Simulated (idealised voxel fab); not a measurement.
process module | voxel ribs on slabs
cross-section cut | 140 nm wide | cells 5 nm
Cross-sections here: square-cell grids, written as top-down lists of bands, a band being one or more rows of cells.
Basically the band line says how high the top is and how high the bottom is, in nm, and then what's in it from left to right, every material with its width in nm. Empty space shows up as "blank", and if a single material carries "everywhere" it runs the full band edge to edge.
Heights are reckoned from 0. Under this level, the received wafer is all of one material. The bottommost band is open-ended downward, for example "top 0, no bottom".
The width entry "30..40" should be interpreted row by row: the top row of cells in the band takes the first number, the bottom row takes the second number, and the change between adjacent rows is uniform throughout.
Take "stayed the same" at face value: in the step it is given for, the cross-section changed in none of its cells.
Reported under the label "Enclosed voids" are the empty spaces having no open way to the top and comprising 8 cells or more; the notation for each is width x height at distance, in which the distance is measured from the left edge and all three values are in nm.
after a step's settings: what the simulator itself notes on the step
A step's line can hold "overlay nm"; with a mask on that step, the setting says how far right of the planned place the mask lay, while a negative setting says it lay to the left.
**Set out below are the planned steps of the process**
| 1 | RECEIVE | material Si |
| 2 | DIRECTIONAL_DEP | material SiO2 | thk nm 30 |
| 3 | DIRECTIONAL_DEP | material polySi | thk nm 15 |
| 4 | MASKED_ETCH | tone cover | mask id RIB | width nm 30 | etch materials polySi | depth nm 5 | overlay nm 0 |
| 5 | PATTERN | tone cover | mask id SLAB | material resist | width nm 90 | thk nm 15 | overlay nm 0 |
| 6 | DIRECTIONAL_ETCH | etch materials polySi | depth nm 10 |
| 7 | STRIP | etch materials resist |
| 8 | FILL_DEP | material SiO2 | thk nm 30 |
| 9 | CMP | height nm 65 |
| 10 | DIRECTIONAL_DEP | material W | thk nm 10 |
| 11 | PATTERN | tone cover | mask id HEATER | material resist | width nm 40 | thk nm 15 | overlay nm 0 |
| 12 | DIRECTIONAL_ETCH | etch materials W | depth nm 10 |
| 13 | STRIP | etch materials resist |
| 14 | CONFORMAL_DEP | material SiO2 | thk nm 10 |
**Incoming wafer, cross-sectional view, post step 1**
    top 0, no bottom  Si everywhere
    Enclosed voids: none
**What the wafer looks like in cross-section after this module, when it starts as shown above and follows the plan above but one mistake is made in running it**
    top 75, bottom 65  blank=50, then W=40, then blank=50
    top 65, bottom 45  SiO2 everywhere
    top 45, bottom 40  SiO2=55, then polySi=30, then SiO2=55
    top 40, bottom 30  SiO2=25, then polySi=90, then SiO2=25
    top 30, bottom 0  SiO2 everywhere
    top 0, no bottom  Si everywhere
    Enclosed voids: none
Where did the run depart from the plan? not run: step 14 of the plan (skipped)
